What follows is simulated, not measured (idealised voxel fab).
The process module that follows is named voxel double patterning.
FYI the section here is cut, 255 nm wide, cells are 5 nm squares.
Square cells in a grid make up a cross-section in this document, and the grid is given as bands, listed from the top down, each one or more rows of cells.
In this notation a band is specified by the heights of its top and bottom, in that order and in nm, after which its materials appear from left to right, each paired with its width in nm. The word "everywhere" attached to a single material means that material fills the band from edge to edge; the word "empty" stands for empty space.
Below 0: as-received wafer, all one material; heights counted from there. Lowest band: no bottom, goes on down, written "from 0 down".
The width entry "30 to 40" should be interpreted row by row: the top row of cells in the band takes the first number, the bottom row takes the second number, and the change between adjacent rows is uniform throughout.
For the purposes of this document, the phrase "changes: none" attached to a step denotes that no cell within the cross-section was modified by that step.
Each empty space that has no open way to the top and spans at least 8 cells appears under "Sealed void inventory" as width x height at distance, the distance counted from the left edge, all in nm.
Post-settings text on a step line: simulator's own remark regarding the step.
Each step line may optionally specify "overlay nm", which for a step with a mask gives the rightward distance between the mask's planned place and where it lay, a negative value indicating the leftward direction.
# This section lists the process steps that were planned
- 1: RECEIVE, material Si
- 2: CONFORMAL_DEP, material SiO2, thk nm 5
- 3: DIRECTIONAL_DEP, material W, thk nm 15
- 4: DIRECTIONAL_DEP, material SiCN, thk nm 10
- 5: DIRECTIONAL_DEP, material aC, thk nm 15
- 6: PATTERN, tone open, mask id FIRST, material resist, width nm 15, pitch nm 50, thk nm 30, overlay nm 0
- 7: DIRECTIONAL_ETCH, etch materials aC, depth nm 15
- 8: STRIP, etch materials resist
- 9: DIRECTIONAL_ETCH, etch materials SiCN, depth nm 10
- 10: STRIP, etch materials aC
- 11: PATTERN, tone open, mask id SECOND, material resist, width nm 15, thk nm 20, overlay nm 0
- 12: DIRECTIONAL_ETCH, etch materials SiCN, depth nm 10
- 13: STRIP, etch materials resist
- 14: DIRECTIONAL_ETCH, etch materials W, depth nm 15
- 15: STRIP, etch materials SiCN
# First wafer, two in total, run as planned
# As-received state of the wafer in cross-section, equivalent to post-step 1
    from 0 down: Si everywhere
    Sealed void inventory: none
# Wafer after step 2 (cross-section)
    from 5 to 0: SiO2 everywhere
    At heights below 0, the structure remains unaltered.
# Wafer after step 3 (cross-section)
    from 20 to 5: W everywhere
    At heights below 5, the structure remains unaltered.
# Wafer after step 4 (cross-section)
    from 30 to 20: SiCN everywhere
    At heights below 20, the structure remains unaltered.
# Wafer after step 5 (cross-section)
    from 45 to 30: aC everywhere
    At heights below 30, the structure remains unaltered.
# Wafer after step 6 (cross-section)
    from 75 to 45: resist=95, then empty=15, then resist=35, then empty=15, then resist=95
    At heights below 45, the structure remains unaltered.
# Wafer after step 7 (cross-section)
    from 60 to 45: resist=95, then empty=15, then resist=35, then empty=15, then resist=95
    from 45 to 30: aC=95, then empty=15, then aC=35, then empty=15, then aC=95
    At heights below 30, the structure remains unaltered.
# Wafer after step 8 (cross-section)
    from 45 to 30: aC=95, then empty=15, then aC=35, then empty=15, then aC=95
    At heights below 30, the structure remains unaltered.
# Wafer after step 9 (cross-section)
    from 45 to 30: aC=95, then empty=15, then aC=35, then empty=15, then aC=95
    from 30 to 20: SiCN=95, then empty=15, then SiCN=35, then empty=15, then SiCN=95
    At heights below 20, the structure remains unaltered.
# Wafer after step 10 (cross-section)
    from 30 to 20: SiCN=95, then empty=15, then SiCN=35, then empty=15, then SiCN=95
    At heights below 20, the structure remains unaltered.
# Wafer after step 11 (cross-section)
    from 50 to 30: resist=120, then empty=15, then resist=120
    from 30 to 20: SiCN=95, then resist=15, then SiCN=35, then resist=15, then SiCN=95
    At heights below 20, the structure remains unaltered.
# Wafer after step 12 (cross-section)
    from 50 to 30: resist=120, then empty=15, then resist=120
    from 30 to 20: SiCN=95, then resist=15, then SiCN=10, then empty=15, then SiCN=10, then resist=15, then SiCN=95
    At heights below 20, the structure remains unaltered.
# Wafer after step 13 (cross-section)
    from 30 to 20: SiCN=95, then empty=15, then SiCN=10, then empty=15, then SiCN=10, then empty=15, then SiCN=95
    At heights below 20, the structure remains unaltered.
# Wafer after step 14 (cross-section)
    from 30 to 20: SiCN=95, then empty=15, then SiCN=10, then empty=15, then SiCN=10, then empty=15, then SiCN=95
    from 20 to 5: W=95, then empty=15, then W=10, then empty=15, then W=10, then empty=15, then W=95
    At heights below 5, the structure remains unaltered.
# Wafer after step 15 (cross-section)
    from 20 to 5: W=95, then empty=15, then W=10, then empty=15, then W=10, then empty=15, then W=95
    At heights below 5, the structure remains unaltered.
# Wafer two. Identical start, identical plan. One mistake in execution. Identical history through step 5
# Cross-sectional view of the second wafer at the intended end time of process step 6
    from 75 to 45: empty=95, then resist=15, then empty=35, then resist=15, then empty=95
    At heights below 45, the structure remains unaltered.
# Cross-sectional view of the second wafer at the intended end time of process step 7
    from 60 to 45: empty=95, then resist=15, then empty=35, then resist=15, then empty=95
    from 45 to 30: empty=95, then aC=15, then empty=35, then aC=15, then empty=95
    At heights below 30, the structure remains unaltered.
# Cross-sectional view of the second wafer at the intended end time of process step 8
    from 45 to 30: empty=95, then aC=15, then empty=35, then aC=15, then empty=95
    At heights below 30, the structure remains unaltered.
# Cross-sectional view of the second wafer at the intended end time of process step 9
    from 45 to 30: empty=95, then aC=15, then empty=35, then aC=15, then empty=95
    from 30 to 20: empty=95, then SiCN=15, then empty=35, then SiCN=15, then empty=95
    At heights below 20, the structure remains unaltered.
# Cross-sectional view of the second wafer at the intended end time of process step 10
    from 30 to 20: empty=95, then SiCN=15, then empty=35, then SiCN=15, then empty=95
    At heights below 20, the structure remains unaltered.
# Cross-sectional view of the second wafer at the intended end time of process step 11
    from 50 to 30: resist=120, then empty=15, then resist=120
    from 30 to 20: resist=95, then SiCN=15, then resist=10, then empty=15, then resist=10, then SiCN=15, then resist=95
    At heights below 20, the structure remains unaltered.
Cross-sectional view of the second wafer at the intended end time of process step 12: changes: none
# Cross-sectional view of the second wafer at the intended end time of process step 13
    from 30 to 20: empty=95, then SiCN=15, then empty=35, then SiCN=15, then empty=95
    At heights below 20, the structure remains unaltered.
# Cross-sectional view of the second wafer at the intended end time of process step 14
    from 30 to 20: empty=95, then SiCN=15, then empty=35, then SiCN=15, then empty=95
    from 20 to 5: empty=95, then W=15, then empty=35, then W=15, then empty=95
    At heights below 5, the structure remains unaltered.
# Cross-sectional view of the second wafer at the intended end time of process step 15
    from 20 to 5: empty=95, then W=15, then empty=35, then W=15, then empty=95
    At heights below 5, the structure remains unaltered.
Error vs. plan: step 6 did not happen as planned, as run it was PATTERN, tone cover, mask id FIRST, material resist, width nm 15, pitch nm 50, thk nm 30, overlay nm 0
End check, counted in cells, second wafer has more or fewer of these materials than the first: W -108
